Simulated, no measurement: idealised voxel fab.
The process module presented herein is designated voxel transistor to metal.
The width of the displayed cross-section, cut, is 195 nm; its cells are square, with a size of 5 nm.
Throughout this document, each cross-section is represented as a grid of square cells and is presented as a sequence of bands enumerated from the top downward, where a band comprises one or more rows of cells.
Band: top and bottom heights (nm) first, top before bottom; then materials from left to right, widths in nm. "everywhere" marks a sole material filling the band edge to edge. "empty" denotes empty space.
Height is counted from the level 0, under which the received wafer is composed throughout of one material. The lowest of the bands is not closed at the bottom but continues downward, in the notation "0..down".
A width given as "30..40" starts at the first number in the band's top row and ends at the second number in its bottom row, shifting by an equal amount at every step from row to row.
A step reported as "no alteration" is a step in which no cell of the cross-section changed.
The label "Completely sealed voids" introduces a list of the empty spaces, 8 cells or larger, that have no open way up to the top; each entry in it reads width x height at distance, where the distance is taken from the left edge and all three are stated in nm.
Post-settings text on a step line: simulator's own remark regarding the step.
overlay nm: mask offset rightward from planned place, masked step; negative means leftward offset.

## These are the steps we planned for the process
- 1: RECEIVE, material Si
- 2: OXIDIZE, depth nm 5
- 3: CONFORMAL_DEP, material SiN, thk nm 10
- 4: DIRECTIONAL_DEP, material aC, thk nm 10
- 5: PATTERN, tone cover, mask id ACTIVE, material resist, width nm 105, thk nm 25, overlay nm 0
- 6: DIRECTIONAL_ETCH, etch materials aC, depth nm 10
- 7: STRIP, etch materials resist
- 8: DIRECTIONAL_ETCH, etch materials SiN, depth nm 10
- 9: DIRECTIONAL_ETCH, etch materials SiO2, depth nm 5
- 10: DIRECTIONAL_ETCH, etch materials Si, depth nm 35
- 11: STRIP, etch materials aC
- 12: OXIDIZE, depth nm 5
- 13: FILL_DEP, material SiO2, thk nm 15
- 14: CMP, height nm 10
- 15: SELECTIVE_ETCH, etch materials SiO2, depth nm 10
- 16: STRIP, etch materials SiN
- 17: SELECTIVE_ETCH, etch materials SiO2, depth nm 5
- 18: OXIDIZE, depth nm 5
- 19: DIRECTIONAL_DEP, material polySi, thk nm 30
- 20: DIRECTIONAL_DEP, material SiCN, thk nm 10
- 21: DIRECTIONAL_DEP, material aC, thk nm 15
- 22: PATTERN, tone cover, mask id GATE, material resist, width nm 35, thk nm 35, overlay nm 0
- 23: DIRECTIONAL_ETCH, etch materials aC, depth nm 15
- 24: STRIP, etch materials resist
- 25: DIRECTIONAL_ETCH, etch materials SiCN, depth nm 20
- 26: DIRECTIONAL_ETCH, etch materials polySi, depth nm 40
- 27: STRIP, etch materials aC
- 28: CONFORMAL_DEP, material SiO2, thk nm 5
- 29: DIRECTIONAL_ETCH, etch materials SiO2, depth nm 5
- 30: CONFORMAL_DEP, material SiN, thk nm 5
- 31: DIRECTIONAL_ETCH, etch materials SiN, depth nm 5
- 32: DIRECTIONAL_ETCH, etch materials SiO2, depth nm 5
- 33: DIRECTIONAL_ETCH, etch materials Si, depth nm 5
- 34: EPI, material nSi, thk nm 10
- 35: FILL_DEP, material SiO2, thk nm 10
- 36: CMP, height nm 25
- 37: STRIP, etch materials polySi
- 38: SELECTIVE_ETCH, etch materials SiO2, depth nm 5
- 39: CONFORMAL_DEP, material HfO2, thk nm 5
- 40: CONFORMAL_DEP, material TiN, thk nm 5
- 41: FILL_DEP, material W, thk nm 5
- 42: CMP, height nm 20
- 43: DIRECTIONAL_DEP, material SiO2, thk nm 10
- 44: PATTERN, tone open, mask id CONTACT, material resist, width nm 15, pitch nm 80, thk nm 15, overlay nm 0
- 45: DIRECTIONAL_ETCH, etch materials SiO2, depth nm 35
- 46: STRIP, etch materials resist
- 47: CONFORMAL_DEP, material TiN, thk nm 5
- 48: FILL_DEP, material W, thk nm 10
- 49: CMP, height nm 30
- 50: DIRECTIONAL_DEP, material TiN, thk nm 5
- 51: DIRECTIONAL_DEP, material Ru, thk nm 20
- 52: PATTERN, tone cover, mask id METAL_1, material resist, width nm 15, pitch nm 80, thk nm 15, overlay nm 0
- 53: DIRECTIONAL_ETCH, etch materials Ru, depth nm 20
- 54: DIRECTIONAL_ETCH, etch materials TiN, depth nm 5
- 55: STRIP, etch materials resist
- 56: FILL_DEP, material lowk, thk nm 5
- 57: CMP, height nm 55
- 58: CONFORMAL_DEP, material SiCN, thk nm 5
- 59: DIRECTIONAL_DEP, material SiO2, thk nm 35
- 60: PATTERN, tone open, mask id METAL_2, material resist, width nm 15, pitch nm 80, thk nm 15, overlay nm 0
- 61: DIRECTIONAL_ETCH, etch materials SiO2, depth nm 20
- 62: STRIP, etch materials resist
- 63: PATTERN, tone open, mask id METAL_2_HOLES, material resist, width nm 15, pitch nm 80, thk nm 15, overlay nm 0
- 64: DIRECTIONAL_ETCH, etch materials SiO2, depth nm 15
- 65: DIRECTIONAL_ETCH, etch materials SiCN, depth nm 5
- 66: STRIP, etch materials resist
- 67: CONFORMAL_DEP, material TiN, thk nm 5
- 68: FILL_DEP, material Cu, thk nm 10
- 69: CMP, height nm 95
- 70: CONFORMAL_DEP, material SiCN, thk nm 5

## Step 1 complete: cross-section of the wafer as received
    0..down | Si everywhere
    Completely sealed voids: none

## Result of the module, cross-sectioned: start per above, plan per above, one error in how it was run
    100..95 | SiCN everywhere
    95..60 | SiO2 50; TiN 5; Cu 5; TiN 5; SiO2 65; TiN 5; Cu 5; TiN 5; SiO2 50
    60..55 | SiCN 50; TiN 15; SiCN 65; TiN 15; SiCN 50
    55..35 | lowk 50; Ru 15; lowk 65; Ru 15; lowk 50
    35..30 | lowk 50; TiN 15; lowk 65; TiN 15; lowk 50
    30..20 | SiO2 50; TiN 5; W 5; TiN 5; SiO2 65; TiN 5; W 5; TiN 5; SiO2 50
    20..5 | SiO2 50; TiN 5; W 5; TiN 5; SiO2 5; SiN 5; TiN 5; HfO2 5; W 25; HfO2 5; TiN 5; SiN 5; SiO2 5; TiN 5; W 5; TiN 5; SiO2 50
    5..0 | SiO2 50; TiN 15; SiO2 5; SiN 5; TiN 5; HfO2 5; W 25; HfO2 5; TiN 5; SiN 5; SiO2 5; TiN 15; SiO2 50
    0..-5 | SiO2 50; TiN 10; nSi 10; SiN 5; TiN 5; HfO2 35; TiN 5; SiN 5; nSi 10; TiN 10; SiO2 50
    -5..-10 | SiO2 45; nSi 25; SiO2 5; TiN 45; SiO2 5; nSi 25; SiO2 45
    -10..-15 | SiO2 50; nSi 20; Si 55; nSi 20; SiO2 50
    -15..-45 | SiO2 50; Si 95; SiO2 50
    -45..down | Si everywhere
    Completely sealed voids: none
Diagnosis: mixed up steps 39 and 40 - ran each in the other's place
